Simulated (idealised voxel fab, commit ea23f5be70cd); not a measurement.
Herein follows the process module entitled voxel wiring stack.
Square cells of 5 nm make up the cross-section cut, whose width is 150 nm.
Think of the cross-section as a grid of square cells. We describe it in bands, top to bottom, and each band covers one or more rows of those cells. Top, bottom (nm), then materials left to right with widths (nm); lone material tagged "edge to edge" fills the whole band edge to edge; "blank" = empty space. We count height from 0. Below that, the starting wafer is all one material. The lowest band never ends at the bottom but goes on down; see "0..down" for how that is written. With a width like "30->40", each row of cells in the band differs from the next by the same amount, the top row carrying the first number and the bottom row the second. It should be understood that the words "no modifications", when stated for a given step, signify that the cross-section underwent no change in any of its cells during that step. Each empty space that has no open way to the top and spans at least 8 cells appears under "Entrapped voids" as width x height at distance, the distance counted from the left edge, all in nm. Heads up: the bit after the settings on a step's line is the simulator's remark on that step. For masked steps, "overlay nm" on the step line gives how far right of plan the mask actually lay; a minus sign means it lay to the left.

### List of planned process steps
| 1 | RECEIVE, material Si |
| 2 | CONFORMAL_DEP, material SiO2, thk nm 10 |
| 3 | DIRECTIONAL_DEP, material TiN, thk nm 5 |
| 4 | DIRECTIONAL_DEP, material W, thk nm 20 |
| 5 | DIRECTIONAL_DEP, material aC, thk nm 15 |
| 6 | PATTERN, tone cover, mask id METAL_1, material resist, width nm 30, pitch nm 50, thk nm 30, overlay nm 0 |
| 7 | DIRECTIONAL_ETCH, etch materials aC, depth nm 15 |
| 8 | STRIP, etch materials resist |
| 9 | DIRECTIONAL_ETCH, etch materials W, depth nm 20 |
| 10 | DIRECTIONAL_ETCH, etch materials TiN, depth nm 5 |
| 11 | STRIP, etch materials aC |
| 12 | CONFORMAL_DEP, material SiCN, thk nm 5 |
| 13 | FILL_DEP, material SiO2, thk nm 5 |
| 14 | CMP, height nm 35 |
| 15 | CONFORMAL_DEP, material SiCN, thk nm 5 |
| 16 | DIRECTIONAL_DEP, material lowk, thk nm 20 |
| 17 | MASKED_ETCH, tone open, mask id PLUG_1, width nm 15, etch materials lowk, depth nm 20, overlay nm 0 |
| 18 | MASKED_ETCH, tone open, mask id PLUG_1, width nm 15, etch materials SiCN, depth nm 5, overlay nm 0 |
| 19 | CONFORMAL_DEP, material TiN, thk nm 5 |
| 20 | FILL_DEP, material Cu, thk nm 5 |
| 21 | CMP, height nm 60 |
| 22 | CONFORMAL_DEP, material SiCN, thk nm 5 |
| 23 | DIRECTIONAL_DEP, material lowk, thk nm 20 |
| 24 | MASKED_ETCH, tone open, mask id METAL_2, width nm 30, pitch nm 50, etch materials lowk, depth nm 20, overlay nm 0 |
| 25 | MASKED_ETCH, tone open, mask id METAL_2, width nm 30, pitch nm 50, etch materials SiCN, depth nm 5, overlay nm 0 |
| 26 | CONFORMAL_DEP, material TiN, thk nm 5 |
| 27 | FILL_DEP, material Ru, thk nm 5 |
| 28 | CMP, height nm 85 |
| 29 | CONFORMAL_DEP, material SiCN, thk nm 5 |
| 30 | DIRECTIONAL_DEP, material SiO2, thk nm 10 |
| 31 | PATTERN, tone open, mask id PLUG_2, material resist, width nm 15, pitch nm 50, thk nm 20, overlay nm 0 |
| 32 | DIRECTIONAL_ETCH, etch materials SiO2, depth nm 10 |
| 33 | DIRECTIONAL_ETCH, etch materials SiCN, depth nm 5 |
| 34 | STRIP, etch materials resist |
| 35 | CONFORMAL_DEP, material TiN, thk nm 5 |
| 36 | FILL_DEP, material Ru, thk nm 10 |
| 37 | CMP, height nm 100 |
| 38 | CONFORMAL_DEP, material SiN, thk nm 5 |
| 39 | DIRECTIONAL_DEP, material SiO2, thk nm 25 |
| 40 | PATTERN, tone open, mask id METAL_3, material resist, width nm 30, pitch nm 50, thk nm 20, overlay nm 0 |
| 41 | DIRECTIONAL_ETCH, etch materials SiO2, depth nm 25 |
| 42 | DIRECTIONAL_ETCH, etch materials SiN, depth nm 5 |
| 43 | STRIP, etch materials resist |
| 44 | CONFORMAL_DEP, material TiN, thk nm 5 |
| 45 | FILL_DEP, material Cu, thk nm 5 |
| 46 | CMP, height nm 130 |
| 47 | CONFORMAL_DEP, material SiCN, thk nm 5 |

### Cross-section of the incoming wafer, state after step 1
	0..down = Si edge to edge
	Entrapped voids: none

### The plan above was carried out on the starting structure above with one mistake, and this cross-section shows the wafer at the end of the module
	135..130 = SiCN edge to edge
	130..105 = SiO2: 35  TiN: 5  Cu: 20  TiN: 5  SiO2: 20  TiN: 5  Cu: 20  TiN: 5  SiO2: 35
	105..100 = SiN: 35  TiN: 30  SiN: 20  TiN: 30  SiN: 35
	100..90 = SiO2: 35  TiN: 5  Ru: 5  TiN: 5  SiO2: 35  TiN: 5  Ru: 5  TiN: 5  SiO2: 50
	90..80 = SiCN: 35  TiN: 15->30  SiCN: 35->20  TiN: 15->30  SiCN: 50->35
	80..60 = lowk edge to edge
	60..40 = lowk: 35  TiN: 5  Cu: 5  TiN: 5  lowk: 100
	40..35 = SiCN: 35  TiN: 15  SiCN: 100
	35..15 = SiO2: 30  SiCN: 5  W: 30  SiCN: 5  SiO2: 10  SiCN: 5  W: 30  SiCN: 5  SiO2: 30
	15..10 = SiCN: 35  TiN: 30  SiCN: 20  TiN: 30  SiCN: 35
	10..0 = SiO2 edge to edge
	0..down = Si edge to edge
	Entrapped voids: none
Heads up, the wafer didn't run the way we planned it: sequence error: steps 22 and 23 interchanged
